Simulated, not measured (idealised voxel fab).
You're looking at the process module voxel local oxidation.
We display cut, a cross-section 250 nm in width whose square cells are each 5 nm.
A cross-section is written here as square cells arranged in a grid, and it is given in bands from the top down, each band taking up one or more rows of cells.
For a band, the entry starts with two heights in nm, that of the top and then that of the bottom, and carries on with the band's materials in order from left to right, each alongside its width in nm; the word "full width" beside a single material means it fills the band edge to edge, and "empty" means empty space.
Counting heights begins at 0, where everything beneath is, in the wafer as received, one material. The lowest band has no bottom; it goes on downwards, as "z 0 and below" shows.
Top row gets the first number, bottom row gets the second, and each row in between changes by the same step: that is how a band width like "30..40" works.
The designation "left unchanged", where it is given for a processing step, indicates that no cell of the cross-section was altered in the course of that step.
Under "Closed void inventory" you'll find the enclosed gaps, the ones with no way out to the top, that are 8 cells or bigger; each reads width x height at distance, with distance counted from the left edge, everything in nm.
Past the settings on a step's line: simulator remark, on that step.
If you see "overlay nm" on a step's line and that step has a mask, it's telling you how far right of where it was planned the mask ended up; a negative number means it went left instead.

The steps planned for the process are as follows
1,RECEIVE with material Si
2,OXIDIZE with depth nm 5
3,CONFORMAL_DEP with material SiN, thk nm 10
4,DIRECTIONAL_DEP with material aC, thk nm 10
5,PATTERN with tone cover, mask id ACTIVE, material resist, width nm 90, thk nm 25, overlay nm 0
6,DIRECTIONAL_ETCH with etch materials aC, depth nm 10
7,STRIP with etch materials resist
8,DIRECTIONAL_ETCH with etch materials SiN, depth nm 10
9,STRIP with etch materials aC
10,SELECTIVE_ETCH with etch materials SiO2, depth nm 5
11,OXIDIZE with depth nm 10
12,STRIP with etch materials SiN

Incoming wafer, cross-sectional view, post step 1
z 0 and below  Si full width
Closed void inventory: none

Cross-section taken at module completion on the first of two wafers; processed per the plan
z 0 to -5  empty=85, SiO2=80, empty=85
z -5 to -15  SiO2=95, Si=60, SiO2=95
z -15 and below  Si full width
Closed void inventory: none

So this is wafer number two of the two, cut at the end of the module - it started where the first did and had the same plan, we just got one thing wrong running it
z 0 to -5  SiO2=75, empty=100, SiO2=75
z -5 to -15  Si=65, SiO2=120, Si=65
z -15 and below  Si full width
Closed void inventory: none
What was the processing mistake? planned and actual differ for step 5; actual: PATTERN with tone open, mask id ACTIVE, material resist, width nm 90, thk nm 25, overlay nm 0
End check, counted in cells, second wafer has more or fewer of these materials than the first: 28 more of Si | 14 fewer of SiO2
